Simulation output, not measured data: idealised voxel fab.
process module | voxel self aligned vias
cross-section cut | 295 nm wide | cells 5 nm
A cross-section is a grid of square cells, given in bands from the top down. A band is one or more rows of cells.
Each band's line starts with the height of the band's top and of its bottom, in nm. Then come its materials from left to right, each with its width in nm. One material with "throughout" fills the band from edge to edge. "air" is empty space.
Height 0 is the level under which the wafer as received is all one material. The lowest band goes on downwards, as in "0 down".
A width such as "30 to 40" changes by the same amount from each row of cells to the next, from the band's top row to its bottom row.
"no change" after a step means that no cell of the cross-section changed.
closed voids: empty space of 8 cells or more with no open way to the top, each as width x height at its distance from the left edge, in nm
after a step's settings: what the simulator itself notes on the step
overlay nm, on a step with a mask: how far to the right of its planned place the mask lay; to the left if negative
plan
1 op RECEIVE | material Si
2 op CONFORMAL_DEP | material SiO2 | thk nm 10
3 op CONFORMAL_DEP | material SiCN | thk nm 5
4 op DIRECTIONAL_DEP | material lowk | thk nm 25
5 op DIRECTIONAL_DEP | material aC | thk nm 10
6 op PATTERN | tone open | mask id LINES | material resist | width nm 25 | pitch nm 50 | thk nm 30 | overlay nm 0
7 op DIRECTIONAL_ETCH | etch materials aC | depth nm 10
8 op STRIP | etch materials resist
9 op DIRECTIONAL_ETCH | etch materials lowk | depth nm 25
10 op STRIP | etch materials aC
11 op CONFORMAL_DEP | material TiN | thk nm 5
12 op FILL_DEP | material Ru | thk nm 5
13 op CMP | height nm 40
14 op SELECTIVE_ETCH | etch materials W Ru TiN | depth nm 5
15 op FILL_DEP | material SiN | thk nm 10
16 op CMP | height nm 40
17 op DIRECTIONAL_DEP | material lowk | thk nm 15
18 op PATTERN | tone open | mask id VIAS | material resist | width nm 35 | thk nm 15 | overlay nm 0
19 op DIRECTIONAL_ETCH | etch materials lowk | depth nm 15
20 op DIRECTIONAL_ETCH | etch materials SiN | depth nm 5
21 op STRIP | etch materials resist
22 op CONFORMAL_DEP | material TiN | thk nm 5
23 op FILL_DEP | material Cu | thk nm 10
24 op CMP | height nm 55
25 op CONFORMAL_DEP | material SiCN | thk nm 5
first wafer, as planned
as received, after step 1
  0 down: Si throughout
  closed voids: none
after step 2
  10 to 0: SiO2 throughout
  below 0: unchanged
after step 3
  15 to 10: SiCN throughout
  below 10: unchanged
after step 4
  40 to 15: lowk throughout
  below 15: unchanged
after step 5
  50 to 40: aC throughout
  below 40: unchanged
after step 6
  80 to 50: resist 110 | air 25 | resist 25 | air 25 | resist 110
  below 50: unchanged
after step 7
  70 to 50: resist 110 | air 25 | resist 25 | air 25 | resist 110
  50 to 40: aC 110 | air 25 | aC 25 | air 25 | aC 110
  below 40: unchanged
after step 8
  50 to 40: aC 110 | air 25 | aC 25 | air 25 | aC 110
  below 40: unchanged
after step 9
  50 to 40: aC 110 | air 25 | aC 25 | air 25 | aC 110
  40 to 15: lowk 110 | air 25 | lowk 25 | air 25 | lowk 110
  below 15: unchanged
after step 10
  40 to 15: lowk 110 | air 25 | lowk 25 | air 25 | lowk 110
  below 15: unchanged
after step 11
  45 to 40: TiN 115 | air 15 | TiN 35 | air 15 | TiN 115
  40 to 20: lowk 110 | TiN 5 | air 15 | TiN 5 | lowk 25 | TiN 5 | air 15 | TiN 5 | lowk 110
  20 to 15: lowk 110 | TiN 25 | lowk 25 | TiN 25 | lowk 110
  below 15: unchanged
after step 12
  50 to 45: Ru throughout
  45 to 40: TiN 115 | Ru 15 | TiN 35 | Ru 15 | TiN 115
  40 to 20: lowk 110 | TiN 5 | Ru 15 | TiN 5 | lowk 25 | TiN 5 | Ru 15 | TiN 5 | lowk 110
  below 20: unchanged
after step 13
  40 to 20: lowk 110 | TiN 5 | Ru 15 | TiN 5 | lowk 25 | TiN 5 | Ru 15 | TiN 5 | lowk 110
  below 20: unchanged
after step 14
  40 to 35: lowk 110 | air 25 | lowk 25 | air 25 | lowk 110
  below 35: unchanged
after step 15
  50 to 40: SiN throughout
  40 to 35: lowk 110 | SiN 25 | lowk 25 | SiN 25 | lowk 110
  below 35: unchanged
after step 16
  40 to 35: lowk 110 | SiN 25 | lowk 25 | SiN 25 | lowk 110
  below 35: unchanged
after step 17
  55 to 40: lowk throughout
  below 40: unchanged
after step 18
  70 to 55: resist 105 | air 35 | resist 155
  below 55: unchanged
after step 19
  70 to 55: resist 105 | air 35 | resist 155
  55 to 40: lowk 105 | air 35 | lowk 155
  below 40: unchanged
after step 20
  70 to 55: resist 105 | air 35 | resist 155
  55 to 40: lowk 105 | air 35 | lowk 155
  40 to 35: lowk 110 | air 25 | lowk 25 | SiN 25 | lowk 110
  below 35: unchanged
after step 21
  55 to 40: lowk 105 | air 35 | lowk 155
  below 40: unchanged
after step 22
  60 to 55: TiN 110 | air 25 | TiN 160
  55 to 45: lowk 105 | TiN 5 | air 25 | TiN 5 | lowk 155
  45 to 40: lowk 105 | TiN 10 | air 15 | TiN 10 | lowk 155
  40 to 35: lowk 110 | TiN 25 | lowk 25 | SiN 25 | lowk 110
  below 35: unchanged
after step 23
  70 to 60: Cu throughout
  60 to 55: TiN 110 | Cu 25 | TiN 160
  55 to 45: lowk 105 | TiN 5 | Cu 25 | TiN 5 | lowk 155
  45 to 40: lowk 105 | TiN 10 | Cu 15 | TiN 10 | lowk 155
  below 40: unchanged
after step 24
  55 to 45: lowk 105 | TiN 5 | Cu 25 | TiN 5 | lowk 155
  below 45: unchanged
after step 25
  60 to 55: SiCN throughout
  below 55: unchanged
second wafer: like start, like plan, one mistake. Through step 17 it matches the first wafer
when step 18 should have ended
  70 to 55: resist 110 | air 30 | resist 155
  below 55: unchanged
when step 19 should have ended
  70 to 55: resist 110 | air 30 | resist 155
  55 to 40: lowk 110 | air 30 | lowk 155
  below 40: unchanged
when step 20 should have ended
  70 to 55: resist 110 | air 30 | resist 155
  55 to 40: lowk 110 | air 30 | lowk 155
  40 to 35: lowk 110 | air 25 | lowk 25 | SiN 25 | lowk 110
  below 35: unchanged
when step 21 should have ended
  55 to 40: lowk 110 | air 30 | lowk 155
  below 40: unchanged
when step 22 should have ended
  60 to 55: TiN 115 | air 20 | TiN 160
  55 to 45: lowk 110 | TiN 5 | air 20 | TiN 5 | lowk 155
  45 to 40: lowk 110 | TiN 5 | air 15 | TiN 10 | lowk 155
  40 to 35: lowk 110 | TiN 25 | lowk 25 | SiN 25 | lowk 110
  below 35: unchanged
when step 23 should have ended
  70 to 60: Cu throughout
  60 to 55: TiN 115 | Cu 20 | TiN 160
  55 to 45: lowk 110 | TiN 5 | Cu 20 | TiN 5 | lowk 155
  45 to 40: lowk 110 | TiN 5 | Cu 15 | TiN 10 | lowk 155
  below 40: unchanged
when step 24 should have ended
  55 to 45: lowk 110 | TiN 5 | Cu 20 | TiN 5 | lowk 155
  below 45: unchanged
when step 25 should have ended
  60 to 55: SiCN throughout
  below 55: unchanged
what went wrong: step 18 ran as: op PATTERN | tone open | mask id VIAS | material resist | width nm 30 | thk nm 15 | overlay nm 0
at the end the second wafer has, in cells: 2 fewer of Cu | 1 fewer of TiN | 3 more of lowk
